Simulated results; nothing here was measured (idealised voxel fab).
The process module presented herein is designated voxel transistor to metal.
The cross-section shown here is cut; it is 300 nm wide and divided into square cells measuring 5 nm on a side.
This document writes a cross-section as a grid whose cells are square, and gives it as bands, listed from the top down; one or more rows of cells form a band. Read a band's entry like this: the first values are the height of its top and the height of its bottom in nm, and what follows is the sequence of materials from left to right, each with its width in nm. Note that "blank" is empty space, and that a single material marked "full width" reaches across the band from edge to edge. Height 0 is the level under which the wafer as received is all one material. The lowest band goes on downwards, as in "0 and below". You'd read "30->40" like this: the band's top row of cells is as wide as the first number, its bottom row is as wide as the second, and going down, every row changes width by the same amount as the row before did. Step note "nothing got changed" = no cross-section cell changed. Heads up: "Closed void entries" only lists the empty pockets with no open path to the top that are 8 cells or more, and it writes them as width x height at distance, distance from the left edge, in nm. On each step's line, the part that comes after the settings is the simulator's own comment on the step. overlay nm: how far to the right of its planned place the mask lay on this masked step (negative: to the left).

# Process steps - plan
1) RECEIVE: material Si
2) OXIDIZE: depth nm 5
3) CONFORMAL_DEP: material SiN, thk nm 10
4) MASKED_ETCH: tone cover, mask id ACTIVE, width nm 105, pitch nm 130, etch materials SiN, depth nm 10, overlay nm 0
5) MASKED_ETCH: tone cover, mask id ACTIVE, width nm 105, pitch nm 130, etch materials SiO2, depth nm 5, overlay nm 0
6) MASKED_ETCH: tone cover, mask id ACTIVE, width nm 105, pitch nm 130, etch materials Si, depth nm 30, overlay nm 0
7) FILL_DEP: material SiO2, thk nm 15
8) CMP: height nm 10
9) SELECTIVE_ETCH: etch materials SiO2, depth nm 5
10) STRIP: etch materials SiN
11) SELECTIVE_ETCH: etch materials SiO2, depth nm 5
12) OXIDIZE: depth nm 5
13) DIRECTIONAL_DEP: material polySi, thk nm 30
14) DIRECTIONAL_DEP: material SiCN, thk nm 15
15) MASKED_ETCH: tone cover, mask id GATE, width nm 15, pitch nm 130, etch materials SiCN, depth nm 25, overlay nm 0
16) MASKED_ETCH: tone cover, mask id GATE, width nm 15, pitch nm 130, etch materials polySi, depth nm 40, overlay nm 0
17) CONFORMAL_DEP: material SiN, thk nm 10
18) DIRECTIONAL_ETCH: etch materials SiN, depth nm 10
19) DIRECTIONAL_ETCH: etch materials SiO2, depth nm 5
20) EPI: material SiGe, thk nm 5
21) FILL_DEP: material SiO2, thk nm 5
22) CMP: height nm 40
23) DIRECTIONAL_DEP: material SiO2, thk nm 10
24) DIRECTIONAL_DEP: material aC, thk nm 10
25) PATTERN: tone open, mask id CONTACT, material resist, width nm 30, thk nm 25, overlay nm 0
26) DIRECTIONAL_ETCH: etch materials aC, depth nm 10
27) STRIP: etch materials resist
28) DIRECTIONAL_ETCH: etch materials SiO2, depth nm 55
29) STRIP: etch materials aC
30) CONFORMAL_DEP: material TiN, thk nm 5
31) FILL_DEP: material W, thk nm 5
32) CMP: height nm 50
33) CONFORMAL_DEP: material SiN, thk nm 5
34) DIRECTIONAL_DEP: material lowk, thk nm 25
35) DIRECTIONAL_DEP: material aC, thk nm 15
36) PATTERN: tone open, mask id METAL_1, material resist, width nm 20, pitch nm 65, thk nm 35, overlay nm 0
37) DIRECTIONAL_ETCH: etch materials aC, depth nm 15
38) STRIP: etch materials resist
39) DIRECTIONAL_ETCH: etch materials lowk, depth nm 25
40) DIRECTIONAL_ETCH: etch materials SiN, depth nm 5
41) STRIP: etch materials aC
42) CONFORMAL_DEP: material TiN, thk nm 5
43) FILL_DEP: material Ru, thk nm 10
44) CMP: height nm 80
45) EPI: material Ru, thk nm 5
46) FILL_DEP: material SiCN, thk nm 5

# Shown in cross-section is the wafer as received, that is, as it stands after step 1
0 and below  Si full width
Closed void entries: none

# End-of-module cross-section of the first of two wafers, processed as planned
90 down to 85  SiCN full width
85 down to 80  SiCN (35) / Ru (30) / SiCN (35) / Ru (30) / SiCN (35) / Ru (30) / SiCN (35) / Ru (30) / SiCN (40)
80 down to 55  lowk (40) / TiN (5) / Ru (10) / TiN (5) / lowk (45) / TiN (5) / Ru (10) / TiN (5) / lowk (45) / TiN (5) / Ru (10) / TiN (5) / lowk (45) / TiN (5) / Ru (10) / TiN (5) / lowk (45)
55 down to 50  SiN (40) / TiN (20) / SiN (45) / TiN (20) / SiN (45) / TiN (20) / SiN (45) / TiN (20) / SiN (45)
50 down to 40  SiO2 (40) / TiN (5) / W (20->15) / TiN (5->10) / SiO2 (25) / TiN (5->10) / W (20->15) / TiN (5) / SiO2 (45) / TiN (5) / W (20->15) / TiN (5->10) / SiO2 (25) / TiN (5->10) / W (20->15) / TiN (5) / SiO2 (45)
40 down to 25  SiO2 (40) / TiN (5) / W (15) / TiN (5) / SiN (10) / SiCN (15) / SiN (10) / TiN (5) / W (15) / TiN (5) / SiO2 (45) / TiN (5) / W (15) / TiN (5) / SiN (10) / SiCN (15) / SiN (10) / TiN (5) / W (15) / TiN (5) / SiO2 (45)
25 down to 0  SiO2 (40) / TiN (5) / W (15) / TiN (5) / SiN (10) / polySi (15) / SiN (10) / TiN (5) / W (15) / TiN (5) / SiO2 (45) / TiN (5) / W (15) / TiN (5) / SiN (10) / polySi (15) / SiN (10) / TiN (5) / W (15) / TiN (5) / SiO2 (45)
0 down to -5  SiO2 (25) / SiN (10) / SiO2 (5) / TiN (25) / SiN (10) / polySi (15) / SiN (10) / TiN (25) / SiO2 (5) / SiN (10) / SiO2 (15) / SiN (10) / SiO2 (5) / TiN (25) / SiN (10) / polySi (15) / SiN (10) / TiN (25) / SiO2 (5) / SiN (10) / SiO2 (30)
-5 down to -10  SiO2 (35) / SiGe (30) / SiO2 (35) / SiGe (30) / SiO2 (35) / SiGe (30) / SiO2 (35) / SiGe (30) / SiO2 (40)
-10 down to -35  SiO2 (30) / Si (105) / SiO2 (25) / Si (105) / SiO2 (35)
-35 and below  Si full width
Closed void entries: none

# Second wafer of the two, sectioned at the end of the module. It began like the first and followed the same plan, but one mistake was made while running it
85 down to 80  blank (35) / Ru (30) / blank (35) / Ru (30) / blank (35) / Ru (30) / blank (35) / Ru (30) / blank (40)
80 down to 55  lowk (40) / TiN (5) / Ru (10) / TiN (5) / lowk (45) / TiN (5) / Ru (10) / TiN (5) / lowk (45) / TiN (5) / Ru (10) / TiN (5) / lowk (45) / TiN (5) / Ru (10) / TiN (5) / lowk (45)
55 down to 50  SiN (40) / TiN (20) / SiN (45) / TiN (20) / SiN (45) / TiN (20) / SiN (45) / TiN (20) / SiN (45)
50 down to 40  SiO2 (40) / TiN (5) / W (20->15) / TiN (5->10) / SiO2 (25) / TiN (5->10) / W (20->15) / TiN (5) / SiO2 (45) / TiN (5) / W (20->15) / TiN (5->10) / SiO2 (25) / TiN (5->10) / W (20->15) / TiN (5) / SiO2 (45)
40 down to 25  SiO2 (40) / TiN (5) / W (15) / TiN (5) / SiN (10) / SiCN (15) / SiN (10) / TiN (5) / W (15) / TiN (5) / SiO2 (45) / TiN (5) / W (15) / TiN (5) / SiN (10) / SiCN (15) / SiN (10) / TiN (5) / W (15) / TiN (5) / SiO2 (45)
25 down to 0  SiO2 (40) / TiN (5) / W (15) / TiN (5) / SiN (10) / polySi (15) / SiN (10) / TiN (5) / W (15) / TiN (5) / SiO2 (45) / TiN (5) / W (15) / TiN (5) / SiN (10) / polySi (15) / SiN (10) / TiN (5) / W (15) / TiN (5) / SiO2 (45)
0 down to -5  SiO2 (25) / SiN (10) / SiO2 (5) / TiN (25) / SiN (10) / polySi (15) / SiN (10) / TiN (25) / SiO2 (5) / SiN (10) / SiO2 (15) / SiN (10) / SiO2 (5) / TiN (25) / SiN (10) / polySi (15) / SiN (10) / TiN (25) / SiO2 (5) / SiN (10) / SiO2 (30)
-5 down to -10  SiO2 (35) / SiGe (30) / SiO2 (35) / SiGe (30) / SiO2 (35) / SiGe (30) / SiO2 (35) / SiGe (30) / SiO2 (40)
-10 down to -35  SiO2 (30) / Si (105) / SiO2 (25) / Si (105) / SiO2 (35)
-35 and below  Si full width
Closed void entries: none
Heads up, the wafer didn't run the way we planned it: step 46 was left out
Final difference in cells, second wafer against first, listed per material as more or fewer: SiCN -96
